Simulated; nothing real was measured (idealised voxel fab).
Herein follows the process module entitled voxel self aligned contacts.
This is section cut - it's 235 nm across, gridded in 5 nm square cells.
Throughout this document, each cross-section is represented as a grid of square cells and is presented as a sequence of bands enumerated from the top downward, where a band comprises one or more rows of cells.
Read a band's entry like this: the first values are the height of its top and the height of its bottom in nm, and what follows is the sequence of materials from left to right, each with its width in nm. Note that "air" is empty space, and that a single material marked "everywhere" reaches across the band from edge to edge.
Where do heights start? At 0: under that level the wafer as delivered is made of one material only. And the lowest band has no floor; it just carries on downward, as in "0 and below".
A width given as "30..40" starts at the first number in the band's top row and ends at the second number in its bottom row, shifting by an equal amount at every step from row to row.
Any step labelled "nothing was modified" changed none of the cells in the cross-section.
"Closed cavity list" - sealed voids, min. 8 cells, no opening to top; format: width x height at distance (distance from left edge; nm throughout).
Note: text after step settings on the step line = simulator remark on that step.
overlay nm, on a step with a mask: how far to the right of its planned place the mask lay; to the left if negative
[Listed below are the process steps as planned]
1) RECEIVE: material Si
2) CONFORMAL_DEP: material SiO2, thk nm 5
3) DIRECTIONAL_DEP: material polySi, thk nm 25
4) DIRECTIONAL_DEP: material SiN, thk nm 20
5) PATTERN: tone cover, mask id GATE, material resist, width nm 25, pitch nm 55, thk nm 15, overlay nm 0
6) DIRECTIONAL_ETCH: etch materials SiN, depth nm 20
7) DIRECTIONAL_ETCH: etch materials polySi, depth nm 25
8) STRIP: etch materials resist
9) CONFORMAL_DEP: material SiN, thk nm 5
10) DIRECTIONAL_ETCH: etch materials SiN, depth nm 5
11) FILL_DEP: material SiO2, thk nm 15
12) CMP: height nm 55
13) PATTERN: tone open, mask id CONTACT, material resist, width nm 40, pitch nm 55, thk nm 20, overlay nm 0
14) DIRECTIONAL_ETCH: etch materials SiO2, depth nm 55
15) STRIP: etch materials resist
16) CONFORMAL_DEP: material TiN, thk nm 5
17) FILL_DEP: material W, thk nm 10
18) CMP: height nm 55
19) CONFORMAL_DEP: material SiN, thk nm 5
[Shown in cross-section is the wafer as received, that is, as it stands after step 1]
- 0 and below: Si everywhere
- Closed cavity list: none
[This is how the wafer looks in cross-section once the module is done, given the starting state and plan above and one mistake in carrying the plan out]
- 60 down to 55: SiN everywhere
- 55 down to 50: SiO2 70 nm / TiN 40 nm / SiO2 15 nm / TiN 40 nm / SiO2 70 nm
- 50 down to 30: SiO2 40 nm / SiN 45 nm / TiN 10 nm / SiN 45 nm / TiN 10 nm / SiN 45 nm / SiO2 40 nm
- 30 down to 5: SiO2 40 nm / SiN 5 nm / polySi 35 nm / SiN 5 nm / TiN 10 nm / SiN 5 nm / polySi 35 nm / SiN 5 nm / TiN 10 nm / SiN 5 nm / polySi 35 nm / SiN 5 nm / SiO2 40 nm
- 5 down to 0: SiO2 85 nm / TiN 10 nm / SiO2 45 nm / TiN 10 nm / SiO2 85 nm
- 0 and below: Si everywhere
- Closed cavity list: none
What was done differently from what was planned? step 5: run off-plan, actual operation and settings PATTERN: tone cover, mask id GATE, material resist, width nm 35, pitch nm 55, thk nm 15, overlay nm 0
